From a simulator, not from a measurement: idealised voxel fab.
A process module follows: voxel capacitor over wiring.
We display cut, a cross-section 155 nm in width whose square cells are each 5 nm.
Cross-section spec: square-cell grid; bands listed top down; each band is one or more rows. This entry defines a band. It first specifies the height of the band's top and the height of its bottom in nm, and then specifies the band's materials from left to right, stating each material with its width in nm. The word "full width" identifies a single material that fills the band from edge to edge, while the word "empty" identifies empty space. Where do heights start? At 0: under that level the wafer as delivered is made of one material only. And the lowest band has no floor; it just carries on downward, as in "0 and below". Read "30->40" as a graded width: first number on top, second number at the bottom, same change between each pair of neighbouring rows. Where a step carries "everything unchanged", the cross-section came out of it unchanged, cell for cell. "Enclosed void listing" specifies each empty space that is not open to the top and that occupies no fewer than 8 cells, using the form width x height at distance, the distance measured from the left edge and all three quantities in nm. That trailing text on a step's line, after the settings, is the simulator's own remark on the step. overlay nm: for a step with a mask, the amount by which the mask lay right of where it was planned; a negative amount means left of it.

STEPS IN THE PROCESS PLAN
1: RECEIVE | material Si
2: CONFORMAL_DEP | material SiO2 | thk nm 15
3: DIRECTIONAL_DEP | material TiN | thk nm 5
4: DIRECTIONAL_DEP | material W | thk nm 15
5: DIRECTIONAL_DEP | material aC | thk nm 10
6: PATTERN | tone cover | mask id METAL_1 | material resist | width nm 20 | pitch nm 75 | thk nm 25 | overlay nm 0
7: DIRECTIONAL_ETCH | etch materials aC | depth nm 10
8: STRIP | etch materials resist
9: DIRECTIONAL_ETCH | etch materials W | depth nm 15
10: DIRECTIONAL_ETCH | etch materials TiN | depth nm 5
11: STRIP | etch materials aC
12: FILL_DEP | material SiO2 | thk nm 10
13: CMP | height nm 35
14: CONFORMAL_DEP | material SiCN | thk nm 5
15: DIRECTIONAL_DEP | material lowk | thk nm 20
16: PATTERN | tone open | mask id PLUG_1 | material resist | width nm 15 | thk nm 15 | overlay nm 0
17: DIRECTIONAL_ETCH | etch materials lowk | depth nm 20
18: DIRECTIONAL_ETCH | etch materials SiCN | depth nm 5
19: STRIP | etch materials resist
20: EPI | material Ru | thk nm 10
21: EPI | material Ru | thk nm 10
22: EPI | material Ru | thk nm 5
23: DIRECTIONAL_DEP | material TiN | thk nm 10
24: DIRECTIONAL_DEP | material SiN | thk nm 5
25: DIRECTIONAL_DEP | material TiN | thk nm 10
26: MASKED_ETCH | tone cover | mask id UPPER_PLATE | width nm 60 | etch materials TiN | depth nm 10 | overlay nm 0
27: MASKED_ETCH | tone cover | mask id UPPER_PLATE | width nm 60 | etch materials SiN | depth nm 5 | overlay nm 0
28: MASKED_ETCH | tone cover | mask id LOWER_PLATE | width nm 70 | etch materials TiN | depth nm 10 | overlay nm 0
29: FILL_DEP | material SiO2 | thk nm 15
30: CMP | height nm 95
31: MASKED_ETCH | tone open | mask id PLUG_2 | width nm 15 | etch materials SiO2 | depth nm 10 | overlay nm 0
32: CONFORMAL_DEP | material TiN | thk nm 5
33: FILL_DEP | material Ru | thk nm 5
34: CMP | height nm 95
35: CONFORMAL_DEP | material SiN | thk nm 5

CONCERNING THE FIRST OF TWO WAFERS, WHICH WAS RUN IN ACCORDANCE WITH THE PLAN

AS-RECEIVED WAFER CROSS-SECTION (AFTER STEP 1)
	0 and below  Si full width
	Enclosed void listing: none

STEP 2 DONE - WAFER CROSS-SECTION
	15 down to 0  SiO2 full width
	For the remainder of the cross-section, below 0, there is no change.

STEP 3 DONE - WAFER CROSS-SECTION
	20 down to 15  TiN full width
	For the remainder of the cross-section, below 15, there is no change.

STEP 4 DONE - WAFER CROSS-SECTION
	35 down to 20  W full width
	For the remainder of the cross-section, below 20, there is no change.

STEP 5 DONE - WAFER CROSS-SECTION
	45 down to 35  aC full width
	For the remainder of the cross-section, below 35, there is no change.

STEP 6 DONE - WAFER CROSS-SECTION
	70 down to 45  30 of empty  20 of resist  55 of empty  20 of resist  30 of empty
	For the remainder of the cross-section, below 45, there is no change.

STEP 7 DONE - WAFER CROSS-SECTION
	60 down to 45  30 of empty  20 of resist  55 of empty  20 of resist  30 of empty
	45 down to 35  30 of empty  20 of aC  55 of empty  20 of aC  30 of empty
	For the remainder of the cross-section, below 35, there is no change.

STEP 8 DONE - WAFER CROSS-SECTION
	45 down to 35  30 of empty  20 of aC  55 of empty  20 of aC  30 of empty
	For the remainder of the cross-section, below 35, there is no change.

STEP 9 DONE - WAFER CROSS-SECTION
	45 down to 35  30 of empty  20 of aC  55 of empty  20 of aC  30 of empty
	35 down to 20  30 of empty  20 of W  55 of empty  20 of W  30 of empty
	For the remainder of the cross-section, below 20, there is no change.

STEP 10 DONE - WAFER CROSS-SECTION
	45 down to 35  30 of empty  20 of aC  55 of empty  20 of aC  30 of empty
	35 down to 20  30 of empty  20 of W  55 of empty  20 of W  30 of empty
	20 down to 15  30 of empty  20 of TiN  55 of empty  20 of TiN  30 of empty
	For the remainder of the cross-section, below 15, there is no change.

STEP 11 DONE - WAFER CROSS-SECTION
	35 down to 20  30 of empty  20 of W  55 of empty  20 of W  30 of empty
	For the remainder of the cross-section, below 20, there is no change.

STEP 12 DONE - WAFER CROSS-SECTION
	45 down to 35  SiO2 full width
	35 down to 20  30 of SiO2  20 of W  55 of SiO2  20 of W  30 of SiO2
	20 down to 15  30 of SiO2  20 of TiN  55 of SiO2  20 of TiN  30 of SiO2
	For the remainder of the cross-section, below 15, there is no change.

STEP 13 DONE - WAFER CROSS-SECTION
	35 down to 20  30 of SiO2  20 of W  55 of SiO2  20 of W  30 of SiO2
	For the remainder of the cross-section, below 20, there is no change.

STEP 14 DONE - WAFER CROSS-SECTION
	40 down to 35  SiCN full width
	For the remainder of the cross-section, below 35, there is no change.

STEP 15 DONE - WAFER CROSS-SECTION
	60 down to 40  lowk full width
	For the remainder of the cross-section, below 40, there is no change.

STEP 16 DONE - WAFER CROSS-SECTION
	75 down to 60  35 of resist  15 of empty  105 of resist
	For the remainder of the cross-section, below 60, there is no change.

STEP 17 DONE - WAFER CROSS-SECTION
	75 down to 60  35 of resist  15 of empty  105 of resist
	60 down to 40  35 of lowk  15 of empty  105 of lowk
	For the remainder of the cross-section, below 40, there is no change.

STEP 18 DONE - WAFER CROSS-SECTION
	75 down to 60  35 of resist  15 of empty  105 of resist
	60 down to 40  35 of lowk  15 of empty  105 of lowk
	40 down to 35  35 of SiCN  15 of empty  105 of SiCN
	For the remainder of the cross-section, below 35, there is no change.

STEP 19 DONE - WAFER CROSS-SECTION
	60 down to 40  35 of lowk  15 of empty  105 of lowk
	For the remainder of the cross-section, below 40, there is no change.

STEP 20 DONE - WAFER CROSS-SECTION
	60 down to 45  35 of lowk  15 of empty  105 of lowk
	45 down to 40  35 of lowk  15 of Ru  105 of lowk
	40 down to 35  35 of SiCN  15 of Ru  105 of SiCN
	For the remainder of the cross-section, below 35, there is no change.

STEP 21 DONE - WAFER CROSS-SECTION
	60 down to 55  35 of lowk  15 of empty  105 of lowk
	55 down to 40  35 of lowk  15 of Ru  105 of lowk
	For the remainder of the cross-section, below 40, there is no change.

STEP 22 DONE - WAFER CROSS-SECTION
	60 down to 40  35 of lowk  15 of Ru  105 of lowk
	For the remainder of the cross-section, below 40, there is no change.

STEP 23 DONE - WAFER CROSS-SECTION
	70 down to 60  TiN full width
	For the remainder of the cross-section, below 60, there is no change.

STEP 24 DONE - WAFER CROSS-SECTION
	75 down to 70  SiN full width
	For the remainder of the cross-section, below 70, there is no change.

STEP 25 DONE - WAFER CROSS-SECTION
	85 down to 75  TiN full width
	For the remainder of the cross-section, below 75, there is no change.

STEP 26 DONE - WAFER CROSS-SECTION
	85 down to 75  35 of empty  60 of TiN  60 of empty
	For the remainder of the cross-section, below 75, there is no change.

STEP 27 DONE - WAFER CROSS-SECTION
	85 down to 75  35 of empty  60 of TiN  60 of empty
	75 down to 70  35 of empty  60 of SiN  60 of empty
	For the remainder of the cross-section, below 70, there is no change.

STEP 28 DONE - WAFER CROSS-SECTION
	85 down to 75  35 of empty  60 of TiN  60 of empty
	75 down to 70  35 of empty  60 of SiN  60 of empty
	70 down to 60  30 of empty  70 of TiN  55 of empty
	For the remainder of the cross-section, below 60, there is no change.

STEP 29 DONE - WAFER CROSS-SECTION
	100 down to 85  SiO2 full width
	85 down to 75  35 of SiO2  60 of TiN  60 of SiO2
	75 down to 70  35 of SiO2  60 of SiN  60 of SiO2
	70 down to 60  30 of SiO2  70 of TiN  55 of SiO2
	For the remainder of the cross-section, below 60, there is no change.

STEP 30 DONE - WAFER CROSS-SECTION
	95 down to 85  SiO2 full width
	For the remainder of the cross-section, below 85, there is no change.

STEP 31 DONE - WAFER CROSS-SECTION
	95 down to 85  45 of SiO2  15 of empty  95 of SiO2
	For the remainder of the cross-section, below 85, there is no change.

STEP 32 DONE - WAFER CROSS-SECTION
	100 down to 95  50 of TiN  5 of empty  100 of TiN
	95 down to 90  45 of SiO2  5 of TiN  5 of empty  5 of TiN  95 of SiO2
	90 down to 85  45 of SiO2  15 of TiN  95 of SiO2
	For the remainder of the cross-section, below 85, there is no change.

STEP 33 DONE - WAFER CROSS-SECTION
	105 down to 100  Ru full width
	100 down to 95  50 of TiN  5 of Ru  100 of TiN
	95 down to 90  45 of SiO2  5 of TiN  5 of Ru  5 of TiN  95 of SiO2
	For the remainder of the cross-section, below 90, there is no change.

STEP 34 DONE - WAFER CROSS-SECTION
	95 down to 90  45 of SiO2  5 of TiN  5 of Ru  5 of TiN  95 of SiO2
	For the remainder of the cross-section, below 90, there is no change.

STEP 35 DONE - WAFER CROSS-SECTION
	100 down to 95  SiN full width
	For the remainder of the cross-section, below 95, there is no change.

SECOND WAFER. START AND PLAN AS FOR THE FIRST. ONE MISTAKE MADE IN RUNNING. AGREES WITH THE FIRST UP TO AND INCLUDING STEP 33

PLANNED END OF STEP 34: SECOND WAFER, CROSS-SECTION
	85 down to 75  35 of SiO2  60 of TiN  60 of SiO2
	For the remainder of the cross-section, below 75, there is no change.

PLANNED END OF STEP 35: SECOND WAFER, CROSS-SECTION
	90 down to 85  SiN full width
	For the remainder of the cross-section, below 85, there is no change.
What broke from the plan during processing? step 34 deviated from plan and actually ran as CMP | height nm 85
Bottom line after processing is that, in cells, the second wafer is up or down on some materials versus the first: -1 Ru | -56 SiO2 | -5 TiN
